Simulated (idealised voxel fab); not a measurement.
This section sets out a process module, namely voxel capacitor over wiring.
Square cells of 5 nm make up the cross-section cut, whose width is 300 nm.
Think of the cross-section as a grid of square cells. We describe it in bands, top to bottom, and each band covers one or more rows of those cells. Per band: top height and bottom height in nm, followed by the left-to-right materials and their widths in nm; "throughout" marks a single material spanning edge to edge, "air" marks empty space. Where do heights start? At 0: under that level the wafer as delivered is made of one material only. And the lowest band has no floor; it just carries on downward, as in "0..down". The expression "30..40" gives the width at the extremes of the band, the first number at its top row of cells and the second at its bottom row, with the width changing by equal amounts from each row to the next in between. For the purposes of this document, the phrase "same as before" attached to a step denotes that no cell within the cross-section was modified by that step. "Sealed cavities": sealed empty spaces, 8 cells or more, no open way to top, listed width x height at distance, with distance from the left edge and width, height and distance in nm. What comes after the settings on a step's line is commentary from the simulator itself on that step. If you see "overlay nm" on a step's line and that step has a mask, it's telling you how far right of where it was planned the mask ended up; a negative number means it went left instead.
Here's what the planned process steps look like:
- 1: RECEIVE: material Si
- 2: CONFORMAL_DEP: material SiO2, thk nm 15
- 3: DIRECTIONAL_DEP: material TiN, thk nm 5
- 4: DIRECTIONAL_DEP: material W, thk nm 20
- 5: PATTERN: tone cover, mask id METAL_1, material resist, width nm 25, pitch nm 75, thk nm 20, overlay nm 0
- 6: DIRECTIONAL_ETCH: etch materials W, depth nm 20
- 7: DIRECTIONAL_ETCH: etch materials TiN, depth nm 5
- 8: STRIP: etch materials resist
- 9: CONFORMAL_DEP: material SiN, thk nm 5
- 10: FILL_DEP: material lowk, thk nm 10
- 11: CMP: height nm 40
- 12: CONFORMAL_DEP: material SiCN, thk nm 5
- 13: DIRECTIONAL_DEP: material SiO2, thk nm 20
- 14: MASKED_ETCH: tone open, mask id PLUG_1, width nm 15, etch materials SiO2, depth nm 20, overlay nm 0
- 15: MASKED_ETCH: tone open, mask id PLUG_1, width nm 15, etch materials SiCN, depth nm 5, overlay nm 0
- 16: EPI: material Ru, thk nm 10
- 17: EPI: material Ru, thk nm 10
- 18: EPI: material Ru, thk nm 5
- 19: DIRECTIONAL_DEP: material TiN, thk nm 10
- 20: DIRECTIONAL_DEP: material HfO2, thk nm 5
- 21: DIRECTIONAL_DEP: material TiN, thk nm 10
- 22: MASKED_ETCH: tone cover, mask id UPPER_PLATE, width nm 55, etch materials TiN, depth nm 10, overlay nm 0
- 23: MASKED_ETCH: tone cover, mask id UPPER_PLATE, width nm 55, etch materials HfO2, depth nm 5, overlay nm 0
- 24: DIRECTIONAL_DEP: material aC, thk nm 15
- 25: PATTERN: tone cover, mask id LOWER_PLATE, material resist, width nm 65, thk nm 35, overlay nm 0
- 26: DIRECTIONAL_ETCH: etch materials aC, depth nm 15
- 27: STRIP: etch materials resist
- 28: DIRECTIONAL_ETCH: etch materials TiN, depth nm 10
- 29: STRIP: etch materials aC
- 30: FILL_DEP: material SiO2, thk nm 20
- 31: CMP: height nm 105
- 32: DIRECTIONAL_DEP: material aC, thk nm 10
- 33: PATTERN: tone open, mask id PLUG_2, material resist, width nm 15, thk nm 25, overlay nm 0
- 34: DIRECTIONAL_ETCH: etch materials aC, depth nm 10
- 35: STRIP: etch materials resist
- 36: DIRECTIONAL_ETCH: etch materials SiO2, depth nm 15
- 37: STRIP: etch materials aC
- 38: CONFORMAL_DEP: material TiN, thk nm 5
- 39: FILL_DEP: material W, thk nm 5
- 40: CMP: height nm 105
- 41: CONFORMAL_DEP: material SiCN, thk nm 5
Below: the first of two wafers, run as planned:
Cross-section of the wafer as it came to us, i.e., already through step 1:
0..down  Si throughout
Sealed cavities: none
Cross-section of the wafer after step 2:
15..0  SiO2 throughout
Below 0, no change.
Cross-section of the wafer after step 3:
20..15  TiN throughout
Below 15, no change.
Cross-section of the wafer after step 4:
40..20  W throughout
Below 20, no change.
Cross-section of the wafer after step 5:
60..40  air 100 nm, resist 25 nm, air 50 nm, resist 25 nm, air 100 nm
Below 40, no change.
Cross-section of the wafer after step 6:
60..40  air 100 nm, resist 25 nm, air 50 nm, resist 25 nm, air 100 nm
40..20  air 100 nm, W 25 nm, air 50 nm, W 25 nm, air 100 nm
Below 20, no change.
Cross-section of the wafer after step 7:
60..40  air 100 nm, resist 25 nm, air 50 nm, resist 25 nm, air 100 nm
40..20  air 100 nm, W 25 nm, air 50 nm, W 25 nm, air 100 nm
20..15  air 100 nm, TiN 25 nm, air 50 nm, TiN 25 nm, air 100 nm
Below 15, no change.
Cross-section of the wafer after step 8:
40..20  air 100 nm, W 25 nm, air 50 nm, W 25 nm, air 100 nm
Below 20, no change.
Cross-section of the wafer after step 9:
45..40  air 95 nm, SiN 35 nm, air 40 nm, SiN 35 nm, air 95 nm
40..20  air 95 nm, SiN 5 nm, W 25 nm, SiN 5 nm, air 40 nm, SiN 5 nm, W 25 nm, SiN 5 nm, air 95 nm
20..15  SiN 100 nm, TiN 25 nm, SiN 50 nm, TiN 25 nm, SiN 100 nm
Below 15, no change.
Cross-section of the wafer after step 10:
55..45  lowk throughout
45..40  lowk 95 nm, SiN 35 nm, lowk 40 nm, SiN 35 nm, lowk 95 nm
40..20  lowk 95 nm, SiN 5 nm, W 25 nm, SiN 5 nm, lowk 40 nm, SiN 5 nm, W 25 nm, SiN 5 nm, lowk 95 nm
Below 20, no change.
Cross-section of the wafer after step 11:
40..20  lowk 95 nm, SiN 5 nm, W 25 nm, SiN 5 nm, lowk 40 nm, SiN 5 nm, W 25 nm, SiN 5 nm, lowk 95 nm
Below 20, no change.
Cross-section of the wafer after step 12:
45..40  SiCN throughout
Below 40, no change.
Cross-section of the wafer after step 13:
65..45  SiO2 throughout
Below 45, no change.
Cross-section of the wafer after step 14:
65..45  SiO2 110 nm, air 15 nm, SiO2 175 nm
Below 45, no change.
Cross-section of the wafer after step 15:
65..45  SiO2 110 nm, air 15 nm, SiO2 175 nm
45..40  SiCN 110 nm, air 15 nm, SiCN 175 nm
Below 40, no change.
Cross-section of the wafer after step 16:
65..50  SiO2 110 nm, air 15 nm, SiO2 175 nm
50..45  SiO2 110 nm, Ru 15 nm, SiO2 175 nm
45..40  SiCN 110 nm, Ru 15 nm, SiCN 175 nm
Below 40, no change.
Cross-section of the wafer after step 17:
65..60  SiO2 110 nm, air 15 nm, SiO2 175 nm
60..45  SiO2 110 nm, Ru 15 nm, SiO2 175 nm
Below 45, no change.
Cross-section of the wafer after step 18:
65..45  SiO2 110 nm, Ru 15 nm, SiO2 175 nm
Below 45, no change.
Cross-section of the wafer after step 19:
75..65  TiN throughout
Below 65, no change.
Cross-section of the wafer after step 20:
80..75  HfO2 throughout
Below 75, no change.
Cross-section of the wafer after step 21:
90..80  TiN throughout
Below 80, no change.
Cross-section of the wafer after step 22:
90..80  air 110 nm, TiN 55 nm, air 135 nm
Below 80, no change.
Cross-section of the wafer after step 23:
90..80  air 110 nm, TiN 55 nm, air 135 nm
80..75  air 110 nm, HfO2 55 nm, air 135 nm
Below 75, no change.
Cross-section of the wafer after step 24:
105..90  air 110 nm, aC 55 nm, air 135 nm
90..80  aC 110 nm, TiN 55 nm, aC 135 nm
80..75  aC 110 nm, HfO2 55 nm, aC 135 nm
Below 75, no change.
Cross-section of the wafer after step 25:
140..105  air 105 nm, resist 65 nm, air 130 nm
105..90  air 105 nm, resist 5 nm, aC 55 nm, resist 5 nm, air 130 nm
Below 90, no change.
Cross-section of the wafer after step 26:
125..105  air 105 nm, resist 65 nm, air 130 nm
105..90  air 105 nm, resist 5 nm, aC 55 nm, resist 5 nm, air 130 nm
90..80  air 105 nm, aC 5 nm, TiN 55 nm, aC 5 nm, air 130 nm
80..75  air 105 nm, aC 5 nm, HfO2 55 nm, aC 5 nm, air 130 nm
Below 75, no change.
Cross-section of the wafer after step 27:
105..90  air 110 nm, aC 55 nm, air 135 nm
Below 90, no change.
Cross-section of the wafer after step 28:
105..90  air 110 nm, aC 55 nm, air 135 nm
90..80  air 105 nm, aC 5 nm, TiN 55 nm, aC 5 nm, air 130 nm
80..75  air 105 nm, aC 5 nm, HfO2 55 nm, aC 5 nm, air 130 nm
75..65  air 105 nm, TiN 65 nm, air 130 nm
Below 65, no change.
Cross-section of the wafer after step 29:
90..80  air 110 nm, TiN 55 nm, air 135 nm
80..75  air 110 nm, HfO2 55 nm, air 135 nm
Below 75, no change.
Cross-section of the wafer after step 30:
110..90  SiO2 throughout
90..80  SiO2 110 nm, TiN 55 nm, SiO2 135 nm
80..75  SiO2 110 nm, HfO2 55 nm, SiO2 135 nm
75..65  SiO2 105 nm, TiN 65 nm, SiO2 130 nm
Below 65, no change.
Cross-section of the wafer after step 31:
105..90  SiO2 throughout
Below 90, no change.
Cross-section of the wafer after step 32:
115..105  aC throughout
Below 105, no change.
Cross-section of the wafer after step 33:
140..115  resist 120 nm, air 15 nm, resist 165 nm
Below 115, no change.
Cross-section of the wafer after step 34:
130..115  resist 120 nm, air 15 nm, resist 165 nm
115..105  aC 120 nm, air 15 nm, aC 165 nm
Below 105, no change.
Cross-section of the wafer after step 35:
115..105  aC 120 nm, air 15 nm, aC 165 nm
Below 105, no change.
Cross-section of the wafer after step 36:
115..105  aC 120 nm, air 15 nm, aC 165 nm
105..90  SiO2 120 nm, air 15 nm, SiO2 165 nm
Below 90, no change.
Cross-section of the wafer after step 37:
105..90  SiO2 120 nm, air 15 nm, SiO2 165 nm
Below 90, no change.
Cross-section of the wafer after step 38:
110..105  TiN 125 nm, air 5 nm, TiN 170 nm
105..95  SiO2 120 nm, TiN 5 nm, air 5 nm, TiN 5 nm, SiO2 165 nm
95..90  SiO2 120 nm, TiN 15 nm, SiO2 165 nm
Below 90, no change.
Cross-section of the wafer after step 39:
115..110  W throughout
110..105  TiN 125 nm, W 5 nm, TiN 170 nm
105..95  SiO2 120 nm, TiN 5 nm, W 5 nm, TiN 5 nm, SiO2 165 nm
Below 95, no change.
Cross-section of the wafer after step 40:
105..95  SiO2 120 nm, TiN 5 nm, W 5 nm, TiN 5 nm, SiO2 165 nm
Below 95, no change.
Cross-section of the wafer after step 41:
110..105  SiCN throughout
Below 105, no change.
Wafer two. Same start, same plan, one slip in execution. Same as wafer one through step 9, inclusive:
Cross-sectional representation of the second wafer at the time designated in the plan for the completion of step 10:
55..40  SiN throughout
40..20  SiN 100 nm, W 25 nm, SiN 50 nm, W 25 nm, SiN 100 nm
Below 20, no change.
Cross-sectional representation of the second wafer at the time designated in the plan for the completion of step 11:
40..20  SiN 100 nm, W 25 nm, SiN 50 nm, W 25 nm, SiN 100 nm
Below 20, no change.
Cross-sectional representation of the second wafer at the time designated in the plan for the completion of step 12:
45..40  SiCN throughout
Below 40, no change.
Cross-sectional representation of the second wafer at the time designated in the plan for the completion of step 13:
65..45  SiO2 throughout
Below 45, no change.
Cross-sectional representation of the second wafer at the time designated in the plan for the completion of step 14:
65..45  SiO2 110 nm, air 15 nm, SiO2 175 nm
Below 45, no change.
Cross-sectional representation of the second wafer at the time designated in the plan for the completion of step 15:
65..45  SiO2 110 nm, air 15 nm, SiO2 175 nm
45..40  SiCN 110 nm, air 15 nm, SiCN 175 nm
Below 40, no change.
Cross-sectional representation of the second wafer at the time designated in the plan for the completion of step 16:
65..50  SiO2 110 nm, air 15 nm, SiO2 175 nm
50..45  SiO2 110 nm, Ru 15 nm, SiO2 175 nm
45..40  SiCN 110 nm, Ru 15 nm, SiCN 175 nm
Below 40, no change.
Cross-sectional representation of the second wafer at the time designated in the plan for the completion of step 17:
65..60  SiO2 110 nm, air 15 nm, SiO2 175 nm
60..45  SiO2 110 nm, Ru 15 nm, SiO2 175 nm
Below 45, no change.
Cross-sectional representation of the second wafer at the time designated in the plan for the completion of step 18:
65..45  SiO2 110 nm, Ru 15 nm, SiO2 175 nm
Below 45, no change.
Cross-sectional representation of the second wafer at the time designated in the plan for the completion of step 19:
75..65  TiN throughout
Below 65, no change.
Cross-sectional representation of the second wafer at the time designated in the plan for the completion of step 20:
80..75  HfO2 throughout
Below 75, no change.
Cross-sectional representation of the second wafer at the time designated in the plan for the completion of step 21:
90..80  TiN throughout
Below 80, no change.
Cross-sectional representation of the second wafer at the time designated in the plan for the completion of step 22:
90..80  air 110 nm, TiN 55 nm, air 135 nm
Below 80, no change.
Cross-sectional representation of the second wafer at the time designated in the plan for the completion of step 23:
90..80  air 110 nm, TiN 55 nm, air 135 nm
80..75  air 110 nm, HfO2 55 nm, air 135 nm
Below 75, no change.
Cross-sectional representation of the second wafer at the time designated in the plan for the completion of step 24:
105..90  air 110 nm, aC 55 nm, air 135 nm
90..80  aC 110 nm, TiN 55 nm, aC 135 nm
80..75  aC 110 nm, HfO2 55 nm, aC 135 nm
Below 75, no change.
Cross-sectional representation of the second wafer at the time designated in the plan for the completion of step 25:
140..105  air 105 nm, resist 65 nm, air 130 nm
105..90  air 105 nm, resist 5 nm, aC 55 nm, resist 5 nm, air 130 nm
Below 90, no change.
Cross-sectional representation of the second wafer at the time designated in the plan for the completion of step 26:
125..105  air 105 nm, resist 65 nm, air 130 nm
105..90  air 105 nm, resist 5 nm, aC 55 nm, resist 5 nm, air 130 nm
90..80  air 105 nm, aC 5 nm, TiN 55 nm, aC 5 nm, air 130 nm
80..75  air 105 nm, aC 5 nm, HfO2 55 nm, aC 5 nm, air 130 nm
Below 75, no change.
Cross-sectional representation of the second wafer at the time designated in the plan for the completion of step 27:
105..90  air 110 nm, aC 55 nm, air 135 nm
Below 90, no change.
Cross-sectional representation of the second wafer at the time designated in the plan for the completion of step 28:
105..90  air 110 nm, aC 55 nm, air 135 nm
90..80  air 105 nm, aC 5 nm, TiN 55 nm, aC 5 nm, air 130 nm
80..75  air 105 nm, aC 5 nm, HfO2 55 nm, aC 5 nm, air 130 nm
75..65  air 105 nm, TiN 65 nm, air 130 nm
Below 65, no change.
Cross-sectional representation of the second wafer at the time designated in the plan for the completion of step 29:
90..80  air 110 nm, TiN 55 nm, air 135 nm
80..75  air 110 nm, HfO2 55 nm, air 135 nm
Below 75, no change.
Cross-sectional representation of the second wafer at the time designated in the plan for the completion of step 30:
110..90  SiO2 throughout
90..80  SiO2 110 nm, TiN 55 nm, SiO2 135 nm
80..75  SiO2 110 nm, HfO2 55 nm, SiO2 135 nm
75..65  SiO2 105 nm, TiN 65 nm, SiO2 130 nm
Below 65, no change.
Cross-sectional representation of the second wafer at the time designated in the plan for the completion of step 31:
105..90  SiO2 throughout
Below 90, no change.
Cross-sectional representation of the second wafer at the time designated in the plan for the completion of step 32:
115..105  aC throughout
Below 105, no change.
Cross-sectional representation of the second wafer at the time designated in the plan for the completion of step 33:
140..115  resist 120 nm, air 15 nm, resist 165 nm
Below 115, no change.
Cross-sectional representation of the second wafer at the time designated in the plan for the completion of step 34:
130..115  resist 120 nm, air 15 nm, resist 165 nm
115..105  aC 120 nm, air 15 nm, aC 165 nm
Below 105, no change.
Cross-sectional representation of the second wafer at the time designated in the plan for the completion of step 35:
115..105  aC 120 nm, air 15 nm, aC 165 nm
Below 105, no change.
Cross-sectional representation of the second wafer at the time designated in the plan for the completion of step 36:
115..105  aC 120 nm, air 15 nm, aC 165 nm
105..90  SiO2 120 nm, air 15 nm, SiO2 165 nm
Below 90, no change.
Cross-sectional representation of the second wafer at the time designated in the plan for the completion of step 37:
105..90  SiO2 120 nm, air 15 nm, SiO2 165 nm
Below 90, no change.
Cross-sectional representation of the second wafer at the time designated in the plan for the completion of step 38:
110..105  TiN 125 nm, air 5 nm, TiN 170 nm
105..95  SiO2 120 nm, TiN 5 nm, air 5 nm, TiN 5 nm, SiO2 165 nm
95..90  SiO2 120 nm, TiN 15 nm, SiO2 165 nm
Below 90, no change.
Cross-sectional representation of the second wafer at the time designated in the plan for the completion of step 39:
115..110  W throughout
110..105  TiN 125 nm, W 5 nm, TiN 170 nm
105..95  SiO2 120 nm, TiN 5 nm, W 5 nm, TiN 5 nm, SiO2 165 nm
Below 95, no change.
Cross-sectional representation of the second wafer at the time designated in the plan for the completion of step 40:
105..95  SiO2 120 nm, TiN 5 nm, W 5 nm, TiN 5 nm, SiO2 165 nm
Below 95, no change.
Cross-sectional representation of the second wafer at the time designated in the plan for the completion of step 41:
110..105  SiCN throughout
Below 105, no change.
Error vs. plan: step 10, actual vs plan mismatch, actual run FILL_DEP: material SiN, thk nm 10
The closing comparison, in cells, has the second wafer with more or fewer of some materials than the first: SiN +184; lowk -184
